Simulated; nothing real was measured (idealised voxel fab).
The name of this process module is voxel wiring stack.
Cross-section cut spans 260 nm and uses square cells 5 nm in size.
This document writes a cross-section as a grid whose cells are square, and gives it as bands, listed from the top down; one or more rows of cells form a band.
In this notation a band is specified by the heights of its top and bottom, in that order and in nm, after which its materials appear from left to right, each paired with its width in nm. The word "edge to edge" attached to a single material means that material fills the band from edge to edge; the word "air" stands for empty space.
Height 0 is the level under which the wafer as received is all one material. The lowest band goes on downwards, as in "from 0 down".
It should be noted that a width expressed as "30..40" varies in equal increments from row to row of cells within the band, taking the value of the first number at the top row and that of the second number at the bottom row.
Take "nothing got changed" at face value: in the step it is given for, the cross-section changed in none of its cells.
The entry "Unvented voids" lists the empty spaces that cover at least 8 cells and have no open path to the top. Each is written as width x height at distance, where the distance is measured from the left edge and all three values are in nm.
Step line, after settings: the simulator's comment on this step.
What "overlay nm" on a step's line means: if the step has a mask, that mask lay this far to the right of its planned place, or, when the value is negative, to the left.

### The process steps that were planned are listed below
1) RECEIVE with material Si
2) CONFORMAL_DEP with material SiO2, thk nm 10
3) CONFORMAL_DEP with material SiCN, thk nm 5
4) DIRECTIONAL_DEP with material SiO2, thk nm 25
5) MASKED_ETCH with tone open, mask id METAL_1, width nm 30, pitch nm 55, etch materials SiO2, depth nm 25, overlay nm -15
6) MASKED_ETCH with tone open, mask id METAL_1, width nm 30, pitch nm 55, etch materials SiCN, depth nm 5, overlay nm 0
7) CONFORMAL_DEP with material TiN, thk nm 5
8) FILL_DEP with material Cu, thk nm 5
9) CMP with height nm 40
10) CONFORMAL_DEP with material SiCN, thk nm 5
11) DIRECTIONAL_DEP with material SiO2, thk nm 35
12) PATTERN with tone open, mask id METAL_2_HOLES, material resist, width nm 15, pitch nm 55, thk nm 15, overlay nm 0
13) DIRECTIONAL_ETCH with etch materials SiO2, depth nm 35
14) STRIP with etch materials resist
15) PATTERN with tone open, mask id METAL_2, material resist, width nm 30, pitch nm 55, thk nm 20, overlay nm 0
16) DIRECTIONAL_ETCH with etch materials SiO2, depth nm 20
17) DIRECTIONAL_ETCH with etch materials SiCN, depth nm 5
18) STRIP with etch materials resist
19) CONFORMAL_DEP with material TiN, thk nm 5
20) FILL_DEP with material Ru, thk nm 5
21) CMP with height nm 80
22) CONFORMAL_DEP with material SiCN, thk nm 5
23) DIRECTIONAL_DEP with material SiO2, thk nm 25
24) PATTERN with tone open, mask id METAL_3, material resist, width nm 30, pitch nm 55, thk nm 15, overlay nm 0
25) DIRECTIONAL_ETCH with etch materials SiO2, depth nm 15
26) STRIP with etch materials resist
27) PATTERN with tone open, mask id METAL_3_HOLES, material resist, width nm 15, pitch nm 55, thk nm 20, overlay nm 0
28) DIRECTIONAL_ETCH with etch materials SiO2, depth nm 10
29) DIRECTIONAL_ETCH with etch materials SiCN, depth nm 5
30) STRIP with etch materials resist
31) CONFORMAL_DEP with material TiN, thk nm 5
32) FILL_DEP with material Ru, thk nm 5
33) CMP with height nm 110
34) CONFORMAL_DEP with material SiCN, thk nm 5
The plan's step 5 overlay nm is the first wafer's value; the wafers differ in this setting and start identical.

### Cross-sectional view of the first of several wafers in the as-received condition, corresponding to the state following step 1
* from 0 down = Si edge to edge
* Unvented voids: none

### For your reference, the table is organized with a row per wafer; each row reflects the wafer at the end of the module, indicating for each material the cells gained (+) or lost (-) since receipt, and thereafter its closed voids
overlay nm -15, +68 Cu, +108 Ru, +172 SiCN, +640 SiO2, +208 TiN, Unvented voids: none
overlay nm -10, +72 Cu, +108 Ru, +168 SiCN, +640 SiO2, +208 TiN, Unvented voids: none
overlay nm -5, +76 Cu, +108 Ru, +164 SiCN, +640 SiO2, +208 TiN, Unvented voids: none
overlay nm 0, +80 Cu, +108 Ru, +160 SiCN, +640 SiO2, +208 TiN, Unvented voids: none
overlay nm 5, +76 Cu, +108 Ru, +164 SiCN, +640 SiO2, +208 TiN, Unvented voids: none
overlay nm 10, +72 Cu, +108 Ru, +168 SiCN, +640 SiO2, +208 TiN, Unvented voids: none
overlay nm 15, +68 Cu, +108 Ru, +172 SiCN, +640 SiO2, +208 TiN, Unvented voids: none
